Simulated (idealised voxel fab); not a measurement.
process module | voxel plated lines
cross-section cut | 215 nm wide | cells 5 nm
A cross-section is a grid of square cells, given in bands from the top down. A band is one or more rows of cells.
Each band's line starts with the height of the band's top and of its bottom, in nm. Then come its materials from left to right, each with its width in nm. One material with "throughout" fills the band from edge to edge. "air" is empty space.
Height 0 is the level under which the wafer as received is all one material. The lowest band goes on downwards, as in "0 down".
A width such as "30 to 40" changes by the same amount from each row of cells to the next, from the band's top row to its bottom row.
"no change" after a step means that no cell of the cross-section changed.
closed voids: empty space of 8 cells or more with no open way to the top, each as width x height at its distance from the left edge, in nm
after a step's settings: what the simulator itself notes on the step
overlay nm, on a step with a mask: how far to the right of its planned place the mask lay; to the left if negative
plan
1 op RECEIVE | material Si
2 op CONFORMAL_DEP | material SiO2 | thk nm 5
3 op DIRECTIONAL_DEP | material TiN | thk nm 5
4 op PATTERN | tone open | mask id LINES | material resist | width nm 30 | pitch nm 60 | thk nm 35 | overlay nm 0
5 op EPI | material Ru | thk nm 10
6 op EPI | material Ru | thk nm 5
7 op EPI | material Ru | thk nm 10
8 op STRIP | etch materials resist
9 op DIRECTIONAL_ETCH | etch materials TiN | depth nm 5
10 op CONFORMAL_DEP | material SiCN | thk nm 5
varied across the wafers: thk nm of step 2. The plan shows the first wafer's value. All wafers start alike
first wafer as received, after step 1
  0 down: Si throughout
  closed voids: none
each wafer at the end: cells of each material gained (+) or lost (-) since it was received, then its closed voids
thk nm 5 | +60 Ru | +67 SiCN | +43 SiO2 | +12 TiN | closed voids: none
thk nm 10 | +60 Ru | +67 SiCN | +86 SiO2 | +12 TiN | closed voids: none
thk nm 15 | +60 Ru | +67 SiCN | +129 SiO2 | +12 TiN | closed voids: none
thk nm 20 | +60 Ru | +67 SiCN | +172 SiO2 | +12 TiN | closed voids: none
